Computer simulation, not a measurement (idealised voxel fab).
Title: Process Module voxel gate over fins
cross-section cut | 215 nm wide | cells 5 nm
Throughout this document, each cross-section is represented as a grid of square cells and is presented as a sequence of bands enumerated from the top downward, where a band comprises one or more rows of cells. The entry gives the band's vertical extent as a top height and a bottom height in nm, then its horizontal make-up as materials from left to right, each with a width in nm. "air" stands for empty space; a single material marked "full width" fills the band edge to edge. Ref level 0: as-received wafer is one material below here. Bottom band extends down with no lower bound ("0 nm and below"). Width "30->40": first value at the band's top row of cells, second value at its bottom row, equal change from row to row. You'll sometimes find "all unchanged" written for a step, and that's the way of saying that nowhere in the cross-section did a cell change during that step. Voids not open to the top, 8 cells minimum: see "Closed void roster". Written width x height at distance; distance is from the left edge; nm. On each step's line, the part that comes after the settings is the simulator's own comment on the step. "overlay nm" on a masked step: distance the mask lay right of its planned place, negative for left.

# Intended process steps
1,RECEIVE: material Si
2,CONFORMAL_DEP: material SiN, thk nm 10
3,DIRECTIONAL_DEP: material aC, thk nm 15
4,PATTERN: tone cover, mask id FINS, material resist, width nm 15, pitch nm 40, thk nm 30, overlay nm 0
5,DIRECTIONAL_ETCH: etch materials aC, depth nm 15
6,STRIP: etch materials resist
7,DIRECTIONAL_ETCH: etch materials SiN, depth nm 10
8,DIRECTIONAL_ETCH: etch materials Si, depth nm 40
9,STRIP: etch materials aC
10,FILL_DEP: material SiO2, thk nm 5
11,CMP: height nm 10
12,SELECTIVE_ETCH: etch materials SiO2, depth nm 25
13,STRIP: etch materials SiN
14,CONFORMAL_DEP: material HfO2, thk nm 5
15,CONFORMAL_DEP: material TiN, thk nm 5
16,CONFORMAL_DEP: material TiAl, thk nm 5
17,CONFORMAL_DEP: material TiN, thk nm 5
18,FILL_DEP: material W, thk nm 15
19,CMP: height nm 30
20,CONFORMAL_DEP: material SiCN, thk nm 10

# First out of two wafers; run went to plan

# Cross-section of the wafer upon arrival, representing the state reached after step 1
> 0 nm and below: Si full width
> Closed void roster: none

# Cross-section through the wafer, step 2 finished
> 10 nm to 0 nm: SiN full width
> Below 0, the layers are the same as they were.

# Cross-section through the wafer, step 3 finished
> 25 nm to 10 nm: aC full width
> Below 10, the layers are the same as they were.

# Cross-section through the wafer, step 4 finished
> 55 nm to 25 nm: air 60; resist 15; air 25; resist 15; air 25; resist 15; air 60
> Below 25, the layers are the same as they were.

# Cross-section through the wafer, step 5 finished
> 40 nm to 25 nm: air 60; resist 15; air 25; resist 15; air 25; resist 15; air 60
> 25 nm to 10 nm: air 60; aC 15; air 25; aC 15; air 25; aC 15; air 60
> Below 10, the layers are the same as they were.

# Cross-section through the wafer, step 6 finished
> 25 nm to 10 nm: air 60; aC 15; air 25; aC 15; air 25; aC 15; air 60
> Below 10, the layers are the same as they were.

# Cross-section through the wafer, step 7 finished
> 25 nm to 10 nm: air 60; aC 15; air 25; aC 15; air 25; aC 15; air 60
> 10 nm to 0 nm: air 60; SiN 15; air 25; SiN 15; air 25; SiN 15; air 60
> Below 0, the layers are the same as they were.

# Cross-section through the wafer, step 8 finished
> 25 nm to 10 nm: air 60; aC 15; air 25; aC 15; air 25; aC 15; air 60
> 10 nm to 0 nm: air 60; SiN 15; air 25; SiN 15; air 25; SiN 15; air 60
> 0 nm to -40 nm: air 60; Si 15; air 25; Si 15; air 25; Si 15; air 60
> Below -40, the layers are the same as they were.

# Cross-section through the wafer, step 9 finished
> 10 nm to 0 nm: air 60; SiN 15; air 25; SiN 15; air 25; SiN 15; air 60
> Below 0, the layers are the same as they were.

# Cross-section through the wafer, step 10 finished
> 15 nm to 10 nm: SiO2 full width
> 10 nm to 0 nm: SiO2 60; SiN 15; SiO2 25; SiN 15; SiO2 25; SiN 15; SiO2 60
> 0 nm to -40 nm: SiO2 60; Si 15; SiO2 25; Si 15; SiO2 25; Si 15; SiO2 60
> Below -40, the layers are the same as they were.

# Cross-section through the wafer, step 11 finished
> 10 nm to 0 nm: SiO2 60; SiN 15; SiO2 25; SiN 15; SiO2 25; SiN 15; SiO2 60
> Below 0, the layers are the same as they were.

# Cross-section through the wafer, step 12 finished
> 10 nm to 0 nm: air 60; SiN 15; air 25; SiN 15; air 25; SiN 15; air 60
> 0 nm to -15 nm: air 60; Si 15; air 25; Si 15; air 25; Si 15; air 60
> Below -15, the layers are the same as they were.

# Cross-section through the wafer, step 13 finished
> 0 nm to -15 nm: air 60; Si 15; air 25; Si 15; air 25; Si 15; air 60
> Below -15, the layers are the same as they were.

# Cross-section through the wafer, step 14 finished
> 5 nm to 0 nm: air 55; HfO2 25; air 15; HfO2 25; air 15; HfO2 25; air 55
> 0 nm to -10 nm: air 55; HfO2 5; Si 15; HfO2 5; air 15; HfO2 5; Si 15; HfO2 5; air 15; HfO2 5; Si 15; HfO2 5; air 55
> -10 nm to -15 nm: HfO2 60; Si 15; HfO2 25; Si 15; HfO2 25; Si 15; HfO2 60
> Below -15, the layers are the same as they were.

# Cross-section through the wafer, step 15 finished
> 10 nm to 5 nm: air 50; TiN 35; air 5; TiN 35; air 5; TiN 35; air 50
> 5 nm to 0 nm: air 50; TiN 5; HfO2 25; TiN 5; air 5; TiN 5; HfO2 25; TiN 5; air 5; TiN 5; HfO2 25; TiN 5; air 50
> 0 nm to -5 nm: air 50; TiN 5; HfO2 5; Si 15; HfO2 5; TiN 5; air 5; TiN 5; HfO2 5; Si 15; HfO2 5; TiN 5; air 5; TiN 5; HfO2 5; Si 15; HfO2 5; TiN 5; air 50
> -5 nm to -10 nm: TiN 55; HfO2 5; Si 15; HfO2 5; TiN 15; HfO2 5; Si 15; HfO2 5; TiN 15; HfO2 5; Si 15; HfO2 5; TiN 55
> Below -10, the layers are the same as they were.

# Cross-section through the wafer, step 16 finished
> 15 nm to 10 nm: air 45; TiAl 125; air 45
> 10 nm to 5 nm: air 45; TiAl 5; TiN 35; TiAl 5; TiN 35; TiAl 5; TiN 35; TiAl 5; air 45
> 5 nm to 0 nm: air 45; TiAl 5; TiN 5; HfO2 25; TiN 5; TiAl 5; TiN 5; HfO2 25; TiN 5; TiAl 5; TiN 5; HfO2 25; TiN 5; TiAl 5; air 45
> 0 nm to -5 nm: TiAl 50; TiN 5; HfO2 5; Si 15; HfO2 5; TiN 5; TiAl 5; TiN 5; HfO2 5; Si 15; HfO2 5; TiN 5; TiAl 5; TiN 5; HfO2 5; Si 15; HfO2 5; TiN 5; TiAl 50
> Below -5, the layers are the same as they were.

# Cross-section through the wafer, step 17 finished
> 20 nm to 15 nm: air 40; TiN 135; air 40
> 15 nm to 10 nm: air 40; TiN 5; TiAl 125; TiN 5; air 40
> 10 nm to 5 nm: air 40; TiN 5; TiAl 5; TiN 35; TiAl 5; TiN 35; TiAl 5; TiN 35; TiAl 5; TiN 5; air 40
> 5 nm to 0 nm: TiN 45; TiAl 5; TiN 5; HfO2 25; TiN 5; TiAl 5; TiN 5; HfO2 25; TiN 5; TiAl 5; TiN 5; HfO2 25; TiN 5; TiAl 5; TiN 45
> Below 0, the layers are the same as they were.

# Cross-section through the wafer, step 18 finished
> 35 nm to 20 nm: W full width
> 20 nm to 15 nm: W 40; TiN 135; W 40
> 15 nm to 10 nm: W 40; TiN 5; TiAl 125; TiN 5; W 40
> 10 nm to 5 nm: W 40; TiN 5; TiAl 5; TiN 35; TiAl 5; TiN 35; TiAl 5; TiN 35; TiAl 5; TiN 5; W 40
> Below 5, the layers are the same as they were.

# Cross-section through the wafer, step 19 finished
> 30 nm to 20 nm: W full width
> Below 20, the layers are the same as they were.

# Cross-section through the wafer, step 20 finished
> 40 nm to 30 nm: SiCN full width
> Below 30, the layers are the same as they were.

# Second wafer: same start and same plan as the first, one execution error; identical to the first through step 9

# At the planned end of step 10, the second wafer in cross-section
> 15 nm to 10 nm: W full width
> 10 nm to 0 nm: W 60; SiN 15; W 25; SiN 15; W 25; SiN 15; W 60
> 0 nm to -40 nm: W 60; Si 15; W 25; Si 15; W 25; Si 15; W 60
> Below -40, the layers are the same as they were.

# At the planned end of step 11, the second wafer in cross-section
> 10 nm to 0 nm: W 60; SiN 15; W 25; SiN 15; W 25; SiN 15; W 60
> Below 0, the layers are the same as they were.

At the planned end of step 12, the second wafer in cross-section: all unchanged

# At the planned end of step 13, the second wafer in cross-section
> 10 nm to 0 nm: W 60; air 15; W 25; air 15; W 25; air 15; W 60
> Below 0, the layers are the same as they were.

# At the planned end of step 14, the second wafer in cross-section
> 15 nm to 10 nm: HfO2 65; air 5; HfO2 35; air 5; HfO2 35; air 5; HfO2 65
> 10 nm to 5 nm: W 60; HfO2 5; air 5; HfO2 5; W 25; HfO2 5; air 5; HfO2 5; W 25; HfO2 5; air 5; HfO2 5; W 60
> 5 nm to 0 nm: W 60; HfO2 15; W 25; HfO2 15; W 25; HfO2 15; W 60
> Below 0, the layers are the same as they were.

# At the planned end of step 15, the second wafer in cross-section
> 20 nm to 15 nm: TiN full width
> 15 nm to 10 nm: HfO2 65; TiN 5; HfO2 35; TiN 5; HfO2 35; TiN 5; HfO2 65
> 10 nm to 5 nm: W 60; HfO2 5; TiN 5; HfO2 5; W 25; HfO2 5; TiN 5; HfO2 5; W 25; HfO2 5; TiN 5; HfO2 5; W 60
> Below 5, the layers are the same as they were.

# At the planned end of step 16, the second wafer in cross-section
> 25 nm to 20 nm: TiAl full width
> Below 20, the layers are the same as they were.

# At the planned end of step 17, the second wafer in cross-section
> 30 nm to 25 nm: TiN full width
> Below 25, the layers are the same as they were.

# At the planned end of step 18, the second wafer in cross-section
> 45 nm to 30 nm: W full width
> Below 30, the layers are the same as they were.

# At the planned end of step 19, the second wafer in cross-section
> 30 nm to 25 nm: TiN full width
> Below 25, the layers are the same as they were.

# At the planned end of step 20, the second wafer in cross-section
> 40 nm to 30 nm: SiCN full width
> Below 30, the layers are the same as they were.
What was done differently from what was planned? not per plan at step 10, really ran FILL_DEP: material W, thk nm 5
Counted in cells at the end, the second wafer holds more or fewer of these materials than the first: 6 fewer of HfO2; 170 fewer of SiO2; 12 fewer of TiAl; 18 fewer of TiN; 206 more of W
